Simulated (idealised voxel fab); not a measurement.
voxel capacitor over wiring: a process module
Xsec cut, 155 nm wide, square cell size 5 nm.
Think of the cross-section as a grid of square cells. We describe it in bands, top to bottom, and each band covers one or more rows of those cells.
Band: top and bottom heights (nm) first, top before bottom; then materials from left to right, widths in nm. "all across" marks a sole material filling the band edge to edge. "blank" denotes empty space.
Height 0 is the level under which the wafer as received is all one material. The lowest band goes on downwards, as in "z 0 and below".
A two-number width, for instance "30..40", indicates that the width is equal to the first number in the top row of the band and to the second number in the bottom row, and that it changes by a constant amount per row of cells.
The cross-section has no changed cell in any step marked "nothing changed".
"Closed void table" specifies each empty space that is not open to the top and that occupies no fewer than 8 cells, using the form width x height at distance, the distance measured from the left edge and all three quantities in nm.
Heads up: the bit after the settings on a step's line is the simulator's remark on that step.
overlay nm: for a step with a mask, the amount by which the mask lay right of where it was planned; a negative amount means left of it.
The planned process steps are enumerated hereunder:
| 1 | RECEIVE, material Si |
| 2 | CONFORMAL_DEP, material SiO2, thk nm 10 |
| 3 | CONFORMAL_DEP, material SiCN, thk nm 5 |
| 4 | DIRECTIONAL_DEP, material SiO2, thk nm 25 |
| 5 | MASKED_ETCH, tone open, mask id METAL_1, width nm 25, pitch nm 95, etch materials SiO2, depth nm 25, overlay nm 0 |
| 6 | MASKED_ETCH, tone open, mask id METAL_1, width nm 25, pitch nm 95, etch materials SiCN, depth nm 5, overlay nm 0 |
| 7 | CONFORMAL_DEP, material TiN, thk nm 5 |
| 8 | FILL_DEP, material Cu, thk nm 5 |
| 9 | CMP, height nm 40 |
| 10 | EPI, material Ru, thk nm 5 |
| 11 | FILL_DEP, material SiCN, thk nm 5 |
| 12 | DIRECTIONAL_DEP, material SiO2, thk nm 20 |
| 13 | MASKED_ETCH, tone open, mask id PLUG_1, width nm 15, etch materials SiO2, depth nm 20, overlay nm 0 |
| 14 | MASKED_ETCH, tone open, mask id PLUG_1, width nm 15, etch materials SiCN, depth nm 5, overlay nm 0 |
| 15 | CONFORMAL_DEP, material TiN, thk nm 5 |
| 16 | FILL_DEP, material Ru, thk nm 10 |
| 17 | CMP, height nm 70 |
| 18 | DIRECTIONAL_DEP, material TiN, thk nm 5 |
| 19 | DIRECTIONAL_DEP, material SiN, thk nm 5 |
| 20 | DIRECTIONAL_DEP, material TiN, thk nm 5 |
| 21 | DIRECTIONAL_DEP, material aC, thk nm 15 |
| 22 | PATTERN, tone cover, mask id UPPER_PLATE, material resist, width nm 75, thk nm 35, overlay nm 0 |
| 23 | DIRECTIONAL_ETCH, etch materials aC, depth nm 15 |
| 24 | STRIP, etch materials resist |
| 25 | DIRECTIONAL_ETCH, etch materials TiN, depth nm 5 |
| 26 | DIRECTIONAL_ETCH, etch materials SiN, depth nm 5 |
| 27 | STRIP, etch materials aC |
| 28 | MASKED_ETCH, tone cover, mask id LOWER_PLATE, width nm 85, etch materials TiN, depth nm 5, overlay nm 0 |
| 29 | FILL_DEP, material SiO2, thk nm 20 |
| 30 | CMP, height nm 100 |
| 31 | MASKED_ETCH, tone open, mask id PLUG_2, width nm 15, etch materials SiO2, depth nm 15, overlay nm 0 |
| 32 | CONFORMAL_DEP, material TiN, thk nm 5 |
| 33 | FILL_DEP, material Cu, thk nm 5 |
| 34 | CMP, height nm 100 |
| 35 | CONFORMAL_DEP, material SiCN, thk nm 5 |
As-received wafer cross-section (after step 1):
* z 0 and below = Si all across
* Closed void table: none
One mistake in running the module, otherwise start and plan as above: cross-section at the end:
* z 105 to 100 = SiCN all across
* z 100 to 90 = SiO2 (35..25), then TiN (15..75), then SiO2 (105..55)
* z 90 to 85 = SiO2 (25), then SiN (75), then SiO2 (55)
* z 85 to 80 = SiO2 (20), then TiN (85), then SiO2 (50)
* z 80 to 75 = Ru all across
* z 75 to 70 = TiN (30), then Ru (5), then TiN (120)
* z 70 to 50 = SiO2 (25), then TiN (5), then Ru (5), then TiN (5), then SiO2 (115)
* z 50 to 45 = SiCN (25), then TiN (15), then SiCN (115)
* z 45 to 40 = SiCN (10), then Ru (35), then SiCN (60), then Ru (35), then SiCN (15)
* z 40 to 15 = SiO2 (15), then TiN (5), then Cu (15), then TiN (5), then SiO2 (70), then TiN (5), then Cu (15), then TiN (5), then SiO2 (20)
* z 15 to 10 = SiCN (15), then TiN (25), then SiCN (70), then TiN (25), then SiCN (20)
* z 10 to 0 = SiO2 all across
* z 0 and below = Si all across
* Closed void table: none
Against the plan, the run slipped here: so step 17 ended up running with a different setting than we planned, it ran as CMP, height nm 80
